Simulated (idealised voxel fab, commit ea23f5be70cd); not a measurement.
Herein follows the process module entitled voxel wiring stack.
For reference, the cross-section in this document is cut, with width 240 nm and square cells of 5 nm.
For the purposes of this document, a cross-section shall be understood as a grid of square cells, specified as bands listed in top-to-bottom order, each band consisting of one or more rows of cells.
Band: top height; bottom height; in nm. Then, left to right: material with width in nm, for each material. "edge to edge": a single material spanning edge to edge. "blank": empty space.
Counting heights begins at 0, where everything beneath is, in the wafer as received, one material. The lowest band has no bottom; it goes on downwards, as "from 0 down" shows.
So if you see something like "30..40" for the width, read it as the top row of the band sitting at the first number and the bottom row at the second, with every row in between moving by the same amount as the last.
"nothing different" for a step: no cell of the cross-section changed in that step.
In the "Closed-off voids" entry, you get each enclosed empty space of 8 cells or more, one with no open way to the top, written width x height at distance, distance from the left edge, in nm.
On a step's line, text after the settings is the simulator commenting on that step.
When a step includes a mask, the "overlay nm" setting on its line states how far to the right of its planned place that mask lay, and negative values state how far to the left.
Each pair of cross-sections that follows straddles one process step: the one shows the state before the step, the other the state after it, down to the lowest band that changed and no further. The step in question, and its settings, are given under the pair. Note that a pair is not necessarily a continuation of the pair above it, since pairs can come from different runs of this module on the same starting wafer; it is a continuation only where its entry headed "Prior to processing" says so.
## Prior to processing
* from 65 to 60 = TiN 45; blank 10; TiN 35; blank 10; TiN 35; blank 10; TiN 35; blank 10; TiN 50
* from 60 to 50 = SiO2 40; TiN 5; blank 10; TiN 5; SiO2 25; TiN 5; blank 10; TiN 5; SiO2 25; TiN 5; blank 10; TiN 5; SiO2 25; TiN 5; blank 10; TiN 5; SiO2 45
* from 50 to 45 = SiO2 40; TiN 5; blank 5; TiN 10; SiO2 25; TiN 5; blank 5; TiN 10; SiO2 25; TiN 5; blank 5; TiN 10; SiO2 25; TiN 5; blank 5; TiN 10; SiO2 45
* from 45 to 35 = SiO2 40; TiN 5; blank 5; TiN 5; SiO2 30; TiN 5; blank 5; TiN 5; SiO2 30; TiN 5; blank 5; TiN 5; SiO2 30; TiN 5; blank 5; TiN 5; SiO2 50
* from 35 to 30 = SiCN 40; TiN 15; SiCN 30; TiN 15; SiCN 30; TiN 15; SiCN 30; TiN 15; SiCN 50
* from 30 to 25 = SiO2 edge to edge
* from 25 to 10 = SiO2 40; Ru 20; SiO2 25; Ru 20; SiO2 25; Ru 20; SiO2 25; Ru 20; SiO2 45
* from 10 to 0 = SiO2 edge to edge
* from 0 down = Si edge to edge
* Closed-off voids: none
## Section After Processing
* from 75 to 65 = Cu edge to edge
* from 65 to 60 = TiN 45; Cu 10; TiN 35; Cu 10; TiN 35; Cu 10; TiN 35; Cu 10; TiN 50
* from 60 to 50 = SiO2 40; TiN 5; Cu 10; TiN 5; SiO2 25; TiN 5; Cu 10; TiN 5; SiO2 25; TiN 5; Cu 10; TiN 5; SiO2 25; TiN 5; Cu 10; TiN 5; SiO2 45
* from 50 to 45 = SiO2 40; TiN 5; Cu 5; TiN 10; SiO2 25; TiN 5; Cu 5; TiN 10; SiO2 25; TiN 5; Cu 5; TiN 10; SiO2 25; TiN 5; Cu 5; TiN 10; SiO2 45
* from 45 to 35 = SiO2 40; TiN 5; Cu 5; TiN 5; SiO2 30; TiN 5; Cu 5; TiN 5; SiO2 30; TiN 5; Cu 5; TiN 5; SiO2 30; TiN 5; Cu 5; TiN 5; SiO2 50
* Below 35, the layers are the same as they were.
* Closed-off voids: none
The process step separating the two cross-sections depicted above is as follows: FILL_DEP with material Cu, thk nm 10
Prior to processing: This step starts from the configuration shown after the step in the pair immediately above.
## Section After Processing
* from 60 to 50 = SiO2 40; TiN 5; Cu 10; TiN 5; SiO2 25; TiN 5; Cu 10; TiN 5; SiO2 25; TiN 5; Cu 10; TiN 5; SiO2 25; TiN 5; Cu 10; TiN 5; SiO2 45
* Below 50, the layers are the same as they were.
* Closed-off voids: none
The process step separating the two cross-sections depicted above is as follows: CMP with height nm 60
Prior to processing: This step starts from the configuration shown after the step in the pair immediately above.
## Section After Processing
* from 65 to 60 = SiCN edge to edge
* Below 60, the layers are the same as they were.
* Closed-off voids: none
The process step separating the two cross-sections depicted above is as follows: CONFORMAL_DEP with material SiCN, thk nm 5
Prior to processing: This step starts from the configuration shown after the step in the pair immediately above.
## Section After Processing
* from 80 to 65 = SiO2 edge to edge
* Below 65, the layers are the same as they were.
* Closed-off voids: none
The process step separating the two cross-sections depicted above is as follows: DIRECTIONAL_DEP with material SiO2, thk nm 15
Prior to processing: This step starts from the configuration shown after the step in the pair immediately above.
## Section After Processing
* from 90 to 80 = aC edge to edge
* Below 80, the layers are the same as they were.
* Closed-off voids: none
The process step separating the two cross-sections depicted above is as follows: DIRECTIONAL_DEP with material aC, thk nm 10
Prior to processing: This step starts from the configuration shown after the step in the pair immediately above.
## Section After Processing
* from 115 to 90 = resist 40; blank 15; resist 75; blank 15; resist 95
* Below 90, the layers are the same as they were.
* Closed-off voids: none
The process step separating the two cross-sections depicted above is as follows: PATTERN with tone open, mask id PLUG_2, material resist, width nm 15, pitch nm 90, thk nm 25, overlay nm 0
Prior to processing: This step starts from the configuration shown after the step in the pair immediately above.
## Section After Processing
* from 105 to 90 = resist 40; blank 15; resist 75; blank 15; resist 95
* from 90 to 80 = aC 40; blank 15; aC 75; blank 15; aC 95
* Below 80, the layers are the same as they were.
* Closed-off voids: none
The process step separating the two cross-sections depicted above is as follows: DIRECTIONAL_ETCH with etch materials aC, depth nm 10
Prior to processing: This step starts from the configuration shown after the step in the pair immediately above.
## Section After Processing
* from 90 to 80 = aC 40; blank 15; aC 75; blank 15; aC 95
* Below 80, the layers are the same as they were.
* Closed-off voids: none
The process step separating the two cross-sections depicted above is as follows: STRIP with etch materials resist
Prior to processing: This step starts from the configuration shown after the step in the pair immediately above.
## Section After Processing
* from 90 to 80 = aC 40; blank 15; aC 75; blank 15; aC 95
* from 80 to 65 = SiO2 40; blank 15; SiO2 75; blank 15; SiO2 95
* Below 65, the layers are the same as they were.
* Closed-off voids: none
The process step separating the two cross-sections depicted above is as follows: DIRECTIONAL_ETCH with etch materials SiO2, depth nm 15
Prior to processing: This step starts from the configuration shown after the step in the pair immediately above.
## Section After Processing
* from 90 to 80 = aC 40; blank 15; aC 75; blank 15; aC 95
* from 80 to 65 = SiO2 40; blank 15; SiO2 75; blank 15; SiO2 95
* from 65 to 60 = SiCN 40; blank 15; SiCN 75; blank 15; SiCN 95
* Below 60, the layers are the same as they were.
* Closed-off voids: none
The process step separating the two cross-sections depicted above is as follows: DIRECTIONAL_ETCH with etch materials SiCN, depth nm 5
Prior to processing: This step starts from the configuration shown after the step in the pair immediately above.
## Section After Processing
* from 80 to 65 = SiO2 40; blank 15; SiO2 75; blank 15; SiO2 95
* Below 65, the layers are the same as they were.
* Closed-off voids: none
The process step separating the two cross-sections depicted above is as follows: STRIP with etch materials aC
Prior to processing: This step starts from the configuration shown after the step in the pair immediately above.
## Section After Processing
* from 85 to 80 = TiN 45; blank 5; TiN 85; blank 5; TiN 100
* from 80 to 65 = SiO2 40; TiN 5; blank 5; TiN 5; SiO2 75; TiN 5; blank 5; TiN 5; SiO2 95
* from 65 to 60 = SiCN 40; TiN 15; SiCN 75; TiN 15; SiCN 95
* Below 60, the layers are the same as they were.
* Closed-off voids: none
The process step separating the two cross-sections depicted above is as follows: CONFORMAL_DEP with material TiN, thk nm 5
Prior to processing: This step starts from the configuration shown after the step in the pair immediately above.
## Section After Processing
* from 95 to 85 = Ru edge to edge
* from 85 to 80 = TiN 45; Ru 5; TiN 85; Ru 5; TiN 100
* from 80 to 65 = SiO2 40; TiN 5; Ru 5; TiN 5; SiO2 75; TiN 5; Ru 5; TiN 5; SiO2 95
* Below 65, the layers are the same as they were.
* Closed-off voids: none
The process step separating the two cross-sections depicted above is as follows: FILL_DEP with material Ru, thk nm 10
Prior to processing: This step starts from the configuration shown after the step in the pair immediately above.
## Section After Processing
* from 80 to 65 = SiO2 40; TiN 5; Ru 5; TiN 5; SiO2 75; TiN 5; Ru 5; TiN 5; SiO2 95
* Below 65, the layers are the same as they were.
* Closed-off voids: none
The process step separating the two cross-sections depicted above is as follows: CMP with height nm 80
Prior to processing: This step starts from the configuration shown after the step in the pair immediately above.
## Section After Processing
* from 85 to 80 = SiN edge to edge
* Below 80, the layers are the same as they were.
* Closed-off voids: none
The process step separating the two cross-sections depicted above is as follows: CONFORMAL_DEP with material SiN, thk nm 5
Prior to processing: This step starts from the configuration shown after the step in the pair immediately above.
## Section After Processing
* from 100 to 85 = SiO2 edge to edge
* Below 85, the layers are the same as they were.
* Closed-off voids: none
The process step separating the two cross-sections depicted above is as follows: DIRECTIONAL_DEP with material SiO2, thk nm 15
Prior to processing: This step starts from the configuration shown after the step in the pair immediately above.
## Section After Processing
* from 120 to 100 = resist 40; blank 20; resist 25; blank 20; resist 25; blank 20; resist 25; blank 20; resist 45
* Below 100, the layers are the same as they were.
* Closed-off voids: none
The process step separating the two cross-sections depicted above is as follows: PATTERN with tone open, mask id METAL_3, material resist, width nm 20, pitch nm 45, thk nm 20, overlay nm 0
Prior to processing: This step starts from the configuration shown after the step in the pair immediately above.
## Section After Processing
* from 120 to 100 = resist 40; blank 20; resist 25; blank 20; resist 25; blank 20; resist 25; blank 20; resist 45
* from 100 to 85 = SiO2 40; blank 20; SiO2 25; blank 20; SiO2 25; blank 20; SiO2 25; blank 20; SiO2 45
* Below 85, the layers are the same as they were.
* Closed-off voids: none
The process step separating the two cross-sections depicted above is as follows: DIRECTIONAL_ETCH with etch materials SiO2, depth nm 15
Prior to processing: This step starts from the configuration shown after the step in the pair immediately above.
## Section After Processing
* from 120 to 100 = resist 40; blank 20; resist 25; blank 20; resist 25; blank 20; resist 25; blank 20; resist 45
* from 100 to 85 = SiO2 40; blank 20; SiO2 25; blank 20; SiO2 25; blank 20; SiO2 25; blank 20; SiO2 45
* from 85 to 80 = SiN 40; blank 20; SiN 25; blank 20; SiN 25; blank 20; SiN 25; blank 20; SiN 45
* Below 80, the layers are the same as they were.
* Closed-off voids: none
The process step separating the two cross-sections depicted above is as follows: DIRECTIONAL_ETCH with etch materials SiN, depth nm 5
Prior to processing: This step starts from the configuration shown after the step in the pair immediately above.
## Section After Processing
* from 100 to 85 = SiO2 40; blank 20; SiO2 25; blank 20; SiO2 25; blank 20; SiO2 25; blank 20; SiO2 45
* Below 85, the layers are the same as they were.
* Closed-off voids: none
The process step separating the two cross-sections depicted above is as follows: STRIP with etch materials resist
Prior to processing: This step starts from the configuration shown after the step in the pair immediately above.
## Section After Processing
* from 105 to 100 = TiN 45; blank 10; TiN 35; blank 10; TiN 35; blank 10; TiN 35; blank 10; TiN 50
* from 100 to 85 = SiO2 40; TiN 5; blank 10; TiN 5; SiO2 25; TiN 5; blank 10; TiN 5; SiO2 25; TiN 5; blank 10; TiN 5; SiO2 25; TiN 5; blank 10; TiN 5; SiO2 45
* from 85 to 80 = SiN 40; TiN 20; SiN 25; TiN 20; SiN 25; TiN 20; SiN 25; TiN 20; SiN 45
* Below 80, the layers are the same as they were.
* Closed-off voids: none
The process step separating the two cross-sections depicted above is as follows: CONFORMAL_DEP with material TiN, thk nm 5
Prior to processing: This step starts from the configuration shown after the step in the pair immediately above.
## Section After Processing
* from 115 to 105 = Ru edge to edge
* from 105 to 100 = TiN 45; Ru 10; TiN 35; Ru 10; TiN 35; Ru 10; TiN 35; Ru 10; TiN 50
* from 100 to 85 = SiO2 40; TiN 5; Ru 10; TiN 5; SiO2 25; TiN 5; Ru 10; TiN 5; SiO2 25; TiN 5; Ru 10; TiN 5; SiO2 25; TiN 5; Ru 10; TiN 5; SiO2 45
* Below 85, the layers are the same as they were.
* Closed-off voids: none
The process step separating the two cross-sections depicted above is as follows: FILL_DEP with material Ru, thk nm 10
Prior to processing: This step starts from the configuration shown after the step in the pair immediately above.
## Section After Processing
* from 100 to 85 = SiO2 40; TiN 5; Ru 10; TiN 5; SiO2 25; TiN 5; Ru 10; TiN 5; SiO2 25; TiN 5; Ru 10; TiN 5; SiO2 25; TiN 5; Ru 10; TiN 5; SiO2 45
* Below 85, the layers are the same as they were.
* Closed-off voids: none
The process step separating the two cross-sections depicted above is as follows: CMP with height nm 100
Prior to processing: This step starts from the configuration shown after the step in the pair immediately above.
## Section After Processing
* from 105 to 100 = blank 35; Ru 30; blank 15; Ru 30; blank 15; Ru 30; blank 15; Ru 30; blank 40
* Below 100, the layers are the same as they were.
* Closed-off voids: none
The process step separating the two cross-sections depicted above is as follows: EPI with material Ru, thk nm 5
Prior to processing: This step starts from the configuration shown after the step in the pair immediately above.
## Section After Processing
* from 110 to 105 = SiCN edge to edge
* from 105 to 100 = SiCN 35; Ru 30; SiCN 15; Ru 30; SiCN 15; Ru 30; SiCN 15; Ru 30; SiCN 40
* Below 100, the layers are the same as they were.
* Closed-off voids: none
The process step separating the two cross-sections depicted above is as follows: FILL_DEP with material SiCN, thk nm 5
## Prior to processing
* from 60 to 35 = SiO2 edge to edge
* from 35 to 30 = SiCN edge to edge
* from 30 to 15 = SiO2 40; Ru 20; SiO2 25; Ru 20; SiO2 25; Ru 20; SiO2 25; Ru 20; SiO2 45
* from 15 to 10 = SiO2 40; TiN 20; SiO2 25; TiN 20; SiO2 25; TiN 20; SiO2 25; TiN 20; SiO2 45
* from 10 to 0 = SiO2 edge to edge
* from 0 down = Si edge to edge
* Closed-off voids: none
## Section After Processing
* from 85 to 35 = SiO2 edge to edge
* Below 35, the layers are the same as they were.
* Closed-off voids: none
The process step separating the two cross-sections depicted above is as follows: DIRECTIONAL_DEP with material SiO2, thk nm 25
Prior to processing: This step starts from the configuration shown after the step in the pair immediately above.
## Section After Processing
* from 105 to 85 = resist 40; blank 15; resist 30; blank 15; resist 30; blank 15; resist 30; blank 15; resist 50
* Below 85, the layers are the same as they were.
* Closed-off voids: none
The process step separating the two cross-sections depicted above is as follows: PATTERN with tone open, mask id METAL_2_HOLES, material resist, width nm 15, pitch nm 45, thk nm 20, overlay nm 0
Prior to processing: This step starts from the configuration shown after the step in the pair immediately above.
## Section After Processing
* from 105 to 85 = resist 40; blank 15; resist 30; blank 15; resist 30; blank 15; resist 30; blank 15; resist 50
* from 85 to 60 = SiO2 40; blank 15; SiO2 30; blank 15; SiO2 30; blank 15; SiO2 30; blank 15; SiO2 50
* Below 60, the layers are the same as they were.
* Closed-off voids: none
The process step separating the two cross-sections depicted above is as follows: DIRECTIONAL_ETCH with etch materials SiO2, depth nm 25
Prior to processing: This step starts from the configuration shown after the step in the pair immediately above.
## Section After Processing
* from 85 to 60 = SiO2 40; blank 15; SiO2 30; blank 15; SiO2 30; blank 15; SiO2 30; blank 15; SiO2 50
* Below 60, the layers are the same as they were.
* Closed-off voids: none
The process step separating the two cross-sections depicted above is as follows: STRIP with etch materials resist
Prior to processing: This step starts from the configuration shown after the step in the pair immediately above.
## Section After Processing
* from 100 to 85 = aC 40; blank 15; aC 30; blank 15; aC 30; blank 15; aC 30; blank 15; aC 50
* from 85 to 75 = SiO2 40; blank 15; SiO2 30; blank 15; SiO2 30; blank 15; SiO2 30; blank 15; SiO2 50
* from 75 to 60 = SiO2 40; aC 15; SiO2 30; aC 15; SiO2 30; aC 15; SiO2 30; aC 15; SiO2 50
* Below 60, the layers are the same as they were.
* Closed-off voids: none
The process step separating the two cross-sections depicted above is as follows: DIRECTIONAL_DEP with material aC, thk nm 15
Prior to processing: This step starts from the configuration shown after the step in the pair immediately above.
## Section After Processing
* from 135 to 100 = resist 40; blank 20; resist 25; blank 20; resist 25; blank 20; resist 25; blank 20; resist 45
* Below 100, the layers are the same as they were.
* Closed-off voids: none
The process step separating the two cross-sections depicted above is as follows: PATTERN with tone open, mask id METAL_2, material resist, width nm 20, pitch nm 45, thk nm 35, overlay nm 0
Prior to processing: This step starts from the configuration shown after the step in the pair immediately above.
## Section After Processing
* from 120 to 100 = resist 40; blank 20; resist 25; blank 20; resist 25; blank 20; resist 25; blank 20; resist 45
* from 100 to 85 = aC 40; blank 20; aC 25; blank 20; aC 25; blank 20; aC 25; blank 20; aC 45
* from 85 to 60 = SiO2 40; blank 15; SiO2 30; blank 15; SiO2 30; blank 15; SiO2 30; blank 15; SiO2 50
* Below 60, the layers are the same as they were.
* Closed-off voids: none
The process step separating the two cross-sections depicted above is as follows: DIRECTIONAL_ETCH with etch materials aC, depth nm 15
Prior to processing: This step starts from the configuration shown after the step in the pair immediately above.
## Section After Processing
* from 100 to 85 = aC 40; blank 20; aC 25; blank 20; aC 25; blank 20; aC 25; blank 20; aC 45
* Below 85, the layers are the same as they were.
* Closed-off voids: none
The process step separating the two cross-sections depicted above is as follows: STRIP with etch materials resist
Prior to processing: This step starts from the configuration shown after the step in the pair immediately above.
## Section After Processing
* from 100 to 85 = aC 40; blank 20; aC 25; blank 20; aC 25; blank 20; aC 25; blank 20; aC 45
* from 85 to 70 = SiO2 40; blank 20; SiO2 25; blank 20; SiO2 25; blank 20; SiO2 25; blank 20; SiO2 45
* from 70 to 45 = SiO2 40; blank 15; SiO2 30; blank 15; SiO2 30; blank 15; SiO2 30; blank 15; SiO2 50
* Below 45, the layers are the same as they were.
* Closed-off voids: none
The process step separating the two cross-sections depicted above is as follows: DIRECTIONAL_ETCH with etch materials SiO2, depth nm 15
Prior to processing: This step starts from the configuration shown after the step in the pair immediately above.
## Section After Processing
* from 85 to 70 = SiO2 40; blank 20; SiO2 25; blank 20; SiO2 25; blank 20; SiO2 25; blank 20; SiO2 45
* Below 70, the layers are the same as they were.
* Closed-off voids: none
The process step separating the two cross-sections depicted above is as follows: STRIP with etch materials aC
Prior to processing: This step starts from the configuration shown after the step in the pair immediately above.
## Section After Processing
* from 90 to 85 = TiN 45; blank 10; TiN 35; blank 10; TiN 35; blank 10; TiN 35; blank 10; TiN 50
* from 85 to 75 = SiO2 40; TiN 5; blank 10; TiN 5; SiO2 25; TiN 5; blank 10; TiN 5; SiO2 25; TiN 5; blank 10; TiN 5; SiO2 25; TiN 5; blank 10; TiN 5; SiO2 45
* from 75 to 70 = SiO2 40; TiN 5; blank 5; TiN 10; SiO2 25; TiN 5; blank 5; TiN 10; SiO2 25; TiN 5; blank 5; TiN 10; SiO2 25; TiN 5; blank 5; TiN 10; SiO2 45
* from 70 to 50 = SiO2 40; TiN 5; blank 5; TiN 5; SiO2 30; TiN 5; blank 5; TiN 5; SiO2 30; TiN 5; blank 5; TiN 5; SiO2 30; TiN 5; blank 5; TiN 5; SiO2 50
* from 50 to 45 = SiO2 40; TiN 15; SiO2 30; TiN 15; SiO2 30; TiN 15; SiO2 30; TiN 15; SiO2 50
* Below 45, the layers are the same as they were.
* Closed-off voids: none
The process step separating the two cross-sections depicted above is as follows: CONFORMAL_DEP with material TiN, thk nm 5
Prior to processing: This step starts from the configuration shown after the step in the pair immediately above.
## Section After Processing
* from 100 to 90 = Cu edge to edge
* from 90 to 85 = TiN 45; Cu 10; TiN 35; Cu 10; TiN 35; Cu 10; TiN 35; Cu 10; TiN 50
* from 85 to 75 = SiO2 40; TiN 5; Cu 10; TiN 5; SiO2 25; TiN 5; Cu 10; TiN 5; SiO2 25; TiN 5; Cu 10; TiN 5; SiO2 25; TiN 5; Cu 10; TiN 5; SiO2 45
* from 75 to 70 = SiO2 40; TiN 5; Cu 5; TiN 10; SiO2 25; TiN 5; Cu 5; TiN 10; SiO2 25; TiN 5; Cu 5; TiN 10; SiO2 25; TiN 5; Cu 5; TiN 10; SiO2 45
* from 70 to 50 = SiO2 40; TiN 5; Cu 5; TiN 5; SiO2 30; TiN 5; Cu 5; TiN 5; SiO2 30; TiN 5; Cu 5; TiN 5; SiO2 30; TiN 5; Cu 5; TiN 5; SiO2 50
* Below 50, the layers are the same as they were.
* Closed-off voids: none
The process step separating the two cross-sections depicted above is as follows: FILL_DEP with material Cu, thk nm 10
Prior to processing: This step starts from the configuration shown after the step in the pair immediately above.
## Section After Processing
* from 60 to 50 = SiO2 40; TiN 5; Cu 5; TiN 5; SiO2 30; TiN 5; Cu 5; TiN 5; SiO2 30; TiN 5; Cu 5; TiN 5; SiO2 30; TiN 5; Cu 5; TiN 5; SiO2 50
* Below 50, the layers are the same as they were.
* Closed-off voids: none
The process step separating the two cross-sections depicted above is as follows: CMP with height nm 60
Prior to processing: This step starts from the configuration shown after the step in the pair immediately above.
## Section After Processing
* from 65 to 60 = SiCN edge to edge
* Below 60, the layers are the same as they were.
* Closed-off voids: none
The process step separating the two cross-sections depicted above is as follows: CONFORMAL_DEP with material SiCN, thk nm 5
Prior to processing: This step starts from the configuration shown after the step in the pair immediately above.
## Section After Processing
* from 80 to 65 = SiO2 edge to edge
* Below 65, the layers are the same as they were.
* Closed-off voids: none
The process step separating the two cross-sections depicted above is as follows: DIRECTIONAL_DEP with material SiO2, thk nm 15
Prior to processing: This step starts from the configuration shown after the step in the pair immediately above.
## Section After Processing
* from 90 to 80 = aC edge to edge
* Below 80, the layers are the same as they were.
* Closed-off voids: none
The process step separating the two cross-sections depicted above is as follows: DIRECTIONAL_DEP with material aC, thk nm 10
Prior to processing: This step starts from the configuration shown after the step in the pair immediately above.
## Section After Processing
* from 115 to 90 = resist 40; blank 15; resist 75; blank 15; resist 95
* Below 90, the layers are the same as they were.
* Closed-off voids: none
The process step separating the two cross-sections depicted above is as follows: PATTERN with tone open, mask id PLUG_2, material resist, width nm 15, pitch nm 90, thk nm 25, overlay nm 0
Prior to processing: This step starts from the configuration shown after the step in the pair immediately above.
## Section After Processing
* from 105 to 90 = resist 40; blank 15; resist 75; blank 15; resist 95
* from 90 to 80 = aC 40; blank 15; aC 75; blank 15; aC 95
* Below 80, the layers are the same as they were.
* Closed-off voids: none
The process step separating the two cross-sections depicted above is as follows: DIRECTIONAL_ETCH with etch materials aC, depth nm 10
Prior to processing: This step starts from the configuration shown after the step in the pair immediately above.
## Section After Processing
* from 90 to 80 = aC 40; blank 15; aC 75; blank 15; aC 95
* Below 80, the layers are the same as they were.
* Closed-off voids: none
The process step separating the two cross-sections depicted above is as follows: STRIP with etch materials resist
Prior to processing: This step starts from the configuration shown after the step in the pair immediately above.
## Section After Processing
* from 90 to 80 = aC 40; blank 15; aC 75; blank 15; aC 95
* from 80 to 65 = SiO2 40; blank 15; SiO2 75; blank 15; SiO2 95
* Below 65, the layers are the same as they were.
* Closed-off voids: none
The process step separating the two cross-sections depicted above is as follows: DIRECTIONAL_ETCH with etch materials SiO2, depth nm 15
Prior to processing: This step starts from the configuration shown after the step in the pair immediately above.
## Section After Processing
* from 90 to 80 = aC 40; blank 15; aC 75; blank 15; aC 95
* from 80 to 65 = SiO2 40; blank 15; SiO2 75; blank 15; SiO2 95
* from 65 to 60 = SiCN 40; blank 15; SiCN 75; blank 15; SiCN 95
* Below 60, the layers are the same as they were.
* Closed-off voids: none
The process step separating the two cross-sections depicted above is as follows: DIRECTIONAL_ETCH with etch materials SiCN, depth nm 5
Prior to processing: This step starts from the configuration shown after the step in the pair immediately above.
## Section After Processing
* from 80 to 65 = SiO2 40; blank 15; SiO2 75; blank 15; SiO2 95
* Below 65, the layers are the same as they were.
* Closed-off voids: none
The process step separating the two cross-sections depicted above is as follows: STRIP with etch materials aC
Prior to processing: This step starts from the configuration shown after the step in the pair immediately above.
## Section After Processing
* from 85 to 80 = TiN 45; blank 5; TiN 85; blank 5; TiN 100
* from 80 to 65 = SiO2 40; TiN 5; blank 5; TiN 5; SiO2 75; TiN 5; blank 5; TiN 5; SiO2 95
* from 65 to 60 = SiCN 40; TiN 15; SiCN 75; TiN 15; SiCN 95
* Below 60, the layers are the same as they were.
* Closed-off voids: none
The process step separating the two cross-sections depicted above is as follows: CONFORMAL_DEP with material TiN, thk nm 5
Prior to processing: This step starts from the configuration shown after the step in the pair immediately above.
## Section After Processing
* from 95 to 85 = Ru edge to edge
* from 85 to 80 = TiN 45; Ru 5; TiN 85; Ru 5; TiN 100
* from 80 to 65 = SiO2 40; TiN 5; Ru 5; TiN 5; SiO2 75; TiN 5; Ru 5; TiN 5; SiO2 95
* Below 65, the layers are the same as they were.
* Closed-off voids: none
The process step separating the two cross-sections depicted above is as follows: FILL_DEP with material Ru, thk nm 10
Prior to processing: This step starts from the configuration shown after the step in the pair immediately above.
## Section After Processing
* from 80 to 65 = SiO2 40; TiN 5; Ru 5; TiN 5; SiO2 75; TiN 5; Ru 5; TiN 5; SiO2 95
* Below 65, the layers are the same as they were.
* Closed-off voids: none
The process step separating the two cross-sections depicted above is as follows: CMP with height nm 80
Prior to processing: This step starts from the configuration shown after the step in the pair immediately above.
## Section After Processing
* from 85 to 80 = SiN edge to edge
* Below 80, the layers are the same as they were.
* Closed-off voids: none
The process step separating the two cross-sections depicted above is as follows: CONFORMAL_DEP with material SiN, thk nm 5
Prior to processing: This step starts from the configuration shown after the step in the pair immediately above.
## Section After Processing
* from 100 to 85 = SiO2 edge to edge
* Below 85, the layers are the same as they were.
* Closed-off voids: none
The process step separating the two cross-sections depicted above is as follows: DIRECTIONAL_DEP with material SiO2, thk nm 15
Prior to processing: This step starts from the configuration shown after the step in the pair immediately above.
## Section After Processing
* from 120 to 100 = resist 40; blank 20; resist 25; blank 20; resist 25; blank 20; resist 25; blank 20; resist 45
* Below 100, the layers are the same as they were.
* Closed-off voids: none
The process step separating the two cross-sections depicted above is as follows: PATTERN with tone open, mask id METAL_3, material resist, width nm 20, pitch nm 45, thk nm 20, overlay nm 0
Prior to processing: This step starts from the configuration shown after the step in the pair immediately above.
## Section After Processing
* from 120 to 100 = resist 40; blank 20; resist 25; blank 20; resist 25; blank 20; resist 25; blank 20; resist 45
* from 100 to 85 = SiO2 40; blank 20; SiO2 25; blank 20; SiO2 25; blank 20; SiO2 25; blank 20; SiO2 45
* Below 85, the layers are the same as they were.
* Closed-off voids: none
The process step separating the two cross-sections depicted above is as follows: DIRECTIONAL_ETCH with etch materials SiO2, depth nm 15
Prior to processing: This step starts from the configuration shown after the step in the pair immediately above.
## Section After Processing
* from 120 to 100 = resist 40; blank 20; resist 25; blank 20; resist 25; blank 20; resist 25; blank 20; resist 45
* from 100 to 85 = SiO2 40; blank 20; SiO2 25; blank 20; SiO2 25; blank 20; SiO2 25; blank 20; SiO2 45
* from 85 to 80 = SiN 40; blank 20; SiN 25; blank 20; SiN 25; blank 20; SiN 25; blank 20; SiN 45
* Below 80, the layers are the same as they were.
* Closed-off voids: none
The process step separating the two cross-sections depicted above is as follows: DIRECTIONAL_ETCH with etch materials SiN, depth nm 5
Prior to processing: This step starts from the configuration shown after the step in the pair immediately above.
## Section After Processing
* from 100 to 85 = SiO2 40; blank 20; SiO2 25; blank 20; SiO2 25; blank 20; SiO2 25; blank 20; SiO2 45
* Below 85, the layers are the same as they were.
* Closed-off voids: none
The process step separating the two cross-sections depicted above is as follows: STRIP with etch materials resist
Prior to processing: This step starts from the configuration shown after the step in the pair immediately above.
## Section After Processing
* from 105 to 100 = TiN 45; blank 10; TiN 35; blank 10; TiN 35; blank 10; TiN 35; blank 10; TiN 50
* from 100 to 85 = SiO2 40; TiN 5; blank 10; TiN 5; SiO2 25; TiN 5; blank 10; TiN 5; SiO2 25; TiN 5; blank 10; TiN 5; SiO2 25; TiN 5; blank 10; TiN 5; SiO2 45
* from 85 to 80 = SiN 40; TiN 20; SiN 25; TiN 20; SiN 25; TiN 20; SiN 25; TiN 20; SiN 45
* Below 80, the layers are the same as they were.
* Closed-off voids: none
The process step separating the two cross-sections depicted above is as follows: CONFORMAL_DEP with material TiN, thk nm 5
Prior to processing: This step starts from the configuration shown after the step in the pair immediately above.
## Section After Processing
* from 115 to 105 = Ru edge to edge
* from 105 to 100 = TiN 45; Ru 10; TiN 35; Ru 10; TiN 35; Ru 10; TiN 35; Ru 10; TiN 50
* from 100 to 85 = SiO2 40; TiN 5; Ru 10; TiN 5; SiO2 25; TiN 5; Ru 10; TiN 5; SiO2 25; TiN 5; Ru 10; TiN 5; SiO2 25; TiN 5; Ru 10; TiN 5; SiO2 45
* Below 85, the layers are the same as they were.
* Closed-off voids: none
The process step separating the two cross-sections depicted above is as follows: FILL_DEP with material Ru, thk nm 10
Prior to processing: This step starts from the configuration shown after the step in the pair immediately above.
## Section After Processing
* from 100 to 85 = SiO2 40; TiN 5; Ru 10; TiN 5; SiO2 25; TiN 5; Ru 10; TiN 5; SiO2 25; TiN 5; Ru 10; TiN 5; SiO2 25; TiN 5; Ru 10; TiN 5; SiO2 45
* Below 85, the layers are the same as they were.
* Closed-off voids: none
The process step separating the two cross-sections depicted above is as follows: CMP with height nm 100
Prior to processing: This step starts from the configuration shown after the step in the pair immediately above.
## Section After Processing
* from 105 to 100 = blank 35; Ru 30; blank 15; Ru 30; blank 15; Ru 30; blank 15; Ru 30; blank 40
* Below 100, the layers are the same as they were.
* Closed-off voids: none
The process step separating the two cross-sections depicted above is as follows: EPI with material Ru, thk nm 5
Prior to processing: This step starts from the configuration shown after the step in the pair immediately above.
## Section After Processing
* from 110 to 105 = SiCN edge to edge
* from 105 to 100 = SiCN 35; Ru 30; SiCN 15; Ru 30; SiCN 15; Ru 30; SiCN 15; Ru 30; SiCN 40
* Below 100, the layers are the same as they were.
* Closed-off voids: none
The process step separating the two cross-sections depicted above is as follows: FILL_DEP with material SiCN, thk nm 5
